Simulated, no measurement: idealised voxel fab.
process module | voxel gate over fins
cross-section cut | 160 nm wide | cells 5 nm
A cross-section is a grid of square cells, given in bands from the top down. A band is one or more rows of cells.
Each band's line starts with the height of the band's top and of its bottom, in nm. Then come its materials from left to right, each with its width in nm. One material with "throughout" fills the band from edge to edge. "air" is empty space.
Height 0 is the level under which the wafer as received is all one material. The lowest band goes on downwards, as in "0 down".
A width such as "30 to 40" changes by the same amount from each row of cells to the next, from the band's top row to its bottom row.
"no change" after a step means that no cell of the cross-section changed.
closed voids: empty space of 8 cells or more with no open way to the top, each as width x height at its distance from the left edge, in nm
after a step's settings: what the simulator itself notes on the step
overlay nm, on a step with a mask: how far to the right of its planned place the mask lay; to the left if negative
plan
1 op RECEIVE | material Si
2 op CONFORMAL_DEP | material SiN | thk nm 5
3 op DIRECTIONAL_DEP | material aC | thk nm 10
4 op PATTERN | tone cover | mask id FINS | material resist | width nm 15 | pitch nm 35 | thk nm 30 | overlay nm 0
5 op DIRECTIONAL_ETCH | etch materials aC | depth nm 10
6 op STRIP | etch materials resist
7 op DIRECTIONAL_ETCH | etch materials SiN | depth nm 5
8 op DIRECTIONAL_ETCH | etch materials Si | depth nm 30
9 op STRIP | etch materials aC
10 op OXIDIZE | depth nm 5
11 op FILL_DEP | material SiO2 | thk nm 10
12 op CMP | height nm 5
13 op SELECTIVE_ETCH | etch materials SiO2 | depth nm 15
14 op STRIP | etch materials SiN
15 op CONFORMAL_DEP | material HfO2 | thk nm 5
16 op CONFORMAL_DEP | material TiN | thk nm 5
17 op CONFORMAL_DEP | material TiAl | thk nm 5
18 op CONFORMAL_DEP | material TiN | thk nm 5
19 op FILL_DEP | material W | thk nm 10
20 op CMP | height nm 25
21 op CONFORMAL_DEP | material SiCN | thk nm 5
first wafer, as planned
as received, after step 1
  0 down: Si throughout
  closed voids: none
after step 2
  5 to 0: SiN throughout
  below 0: unchanged
after step 3
  15 to 5: aC throughout
  below 5: unchanged
after step 4
  45 to 15: air 55 | resist 15 | air 20 | resist 15 | air 55
  below 15: unchanged
after step 5
  35 to 15: air 55 | resist 15 | air 20 | resist 15 | air 55
  15 to 5: air 55 | aC 15 | air 20 | aC 15 | air 55
  below 5: unchanged
after step 6
  15 to 5: air 55 | aC 15 | air 20 | aC 15 | air 55
  below 5: unchanged
after step 7
  15 to 5: air 55 | aC 15 | air 20 | aC 15 | air 55
  5 to 0: air 55 | SiN 15 | air 20 | SiN 15 | air 55
  below 0: unchanged
after step 8
  15 to 5: air 55 | aC 15 | air 20 | aC 15 | air 55
  5 to 0: air 55 | SiN 15 | air 20 | SiN 15 | air 55
  0 to -30: air 55 | Si 15 | air 20 | Si 15 | air 55
  below -30: unchanged
after step 9
  5 to 0: air 55 | SiN 15 | air 20 | SiN 15 | air 55
  below 0: unchanged
after step 10
  5 to 0: air 55 | SiN 15 | air 20 | SiN 15 | air 55
  0 to -30: air 55 | SiO2 5 | Si 5 | SiO2 5 | air 20 | SiO2 5 | Si 5 | SiO2 5 | air 55
  -30 to -35: SiO2 60 | Si 5 | SiO2 30 | Si 5 | SiO2 60
  below -35: unchanged
after step 11
  15 to 5: SiO2 throughout
  5 to 0: SiO2 55 | SiN 15 | SiO2 20 | SiN 15 | SiO2 55
  0 to -35: SiO2 60 | Si 5 | SiO2 30 | Si 5 | SiO2 60
  below -35: unchanged
after step 12
  5 to 0: SiO2 55 | SiN 15 | SiO2 20 | SiN 15 | SiO2 55
  below 0: unchanged
after step 13
  5 to 0: air 55 | SiN 15 | air 20 | SiN 15 | air 55
  0 to -10: air 60 | Si 5 | air 30 | Si 5 | air 60
  below -10: unchanged
after step 14
  0 to -10: air 60 | Si 5 | air 30 | Si 5 | air 60
  below -10: unchanged
after step 15
  5 to 0: air 55 | HfO2 15 | air 20 | HfO2 15 | air 55
  0 to -5: air 55 | HfO2 5 | Si 5 | HfO2 5 | air 20 | HfO2 5 | Si 5 | HfO2 5 | air 55
  -5 to -10: HfO2 60 | Si 5 | HfO2 30 | Si 5 | HfO2 60
  below -10: unchanged
after step 16
  10 to 5: air 50 | TiN 25 | air 10 | TiN 25 | air 50
  5 to 0: air 50 | TiN 5 | HfO2 15 | TiN 5 | air 10 | TiN 5 | HfO2 15 | TiN 5 | air 50
  0 to -5: TiN 55 | HfO2 5 | Si 5 | HfO2 5 | TiN 20 | HfO2 5 | Si 5 | HfO2 5 | TiN 55
  below -5: unchanged
after step 17
  15 to 10: air 45 | TiAl 70 | air 45
  10 to 5: air 45 | TiAl 5 | TiN 25 | TiAl 10 | TiN 25 | TiAl 5 | air 45
  5 to 0: TiAl 50 | TiN 5 | HfO2 15 | TiN 5 | TiAl 10 | TiN 5 | HfO2 15 | TiN 5 | TiAl 50
  below 0: unchanged
after step 18
  20 to 15: air 40 | TiN 80 | air 40
  15 to 10: air 40 | TiN 5 | TiAl 70 | TiN 5 | air 40
  10 to 5: TiN 45 | TiAl 5 | TiN 25 | TiAl 10 | TiN 25 | TiAl 5 | TiN 45
  below 5: unchanged
after step 19
  30 to 20: W throughout
  20 to 15: W 40 | TiN 80 | W 40
  15 to 10: W 40 | TiN 5 | TiAl 70 | TiN 5 | W 40
  below 10: unchanged
after step 20
  25 to 20: W throughout
  below 20: unchanged
after step 21
  30 to 25: SiCN throughout
  below 25: unchanged
second wafer: like start, like plan, one mistake. Through step 15 it matches the first wafer
when step 16 should have ended: no change
when step 17 should have ended
  10 to 5: air 50 | TiAl 25 | air 10 | TiAl 25 | air 50
  5 to 0: air 50 | TiAl 5 | HfO2 15 | TiAl 5 | air 10 | TiAl 5 | HfO2 15 | TiAl 5 | air 50
  0 to -5: TiAl 55 | HfO2 5 | Si 5 | HfO2 5 | TiAl 20 | HfO2 5 | Si 5 | HfO2 5 | TiAl 55
  below -5: unchanged
when step 18 should have ended
  15 to 10: air 45 | TiN 70 | air 45
  10 to 5: air 45 | TiN 5 | TiAl 25 | TiN 10 | TiAl 25 | TiN 5 | air 45
  5 to 0: TiN 50 | TiAl 5 | HfO2 15 | TiAl 5 | TiN 10 | TiAl 5 | HfO2 15 | TiAl 5 | TiN 50
  below 0: unchanged
when step 19 should have ended
  25 to 15: W throughout
  15 to 10: W 45 | TiN 70 | W 45
  10 to 5: W 45 | TiN 5 | TiAl 25 | TiN 10 | TiAl 25 | TiN 5 | W 45
  below 5: unchanged
when step 20 should have ended: no change
when step 21 should have ended
  30 to 25: SiCN throughout
  below 25: unchanged
what went wrong: step 16 was left out
at the end the second wafer has, in cells: 36 fewer of TiN | 36 more of W
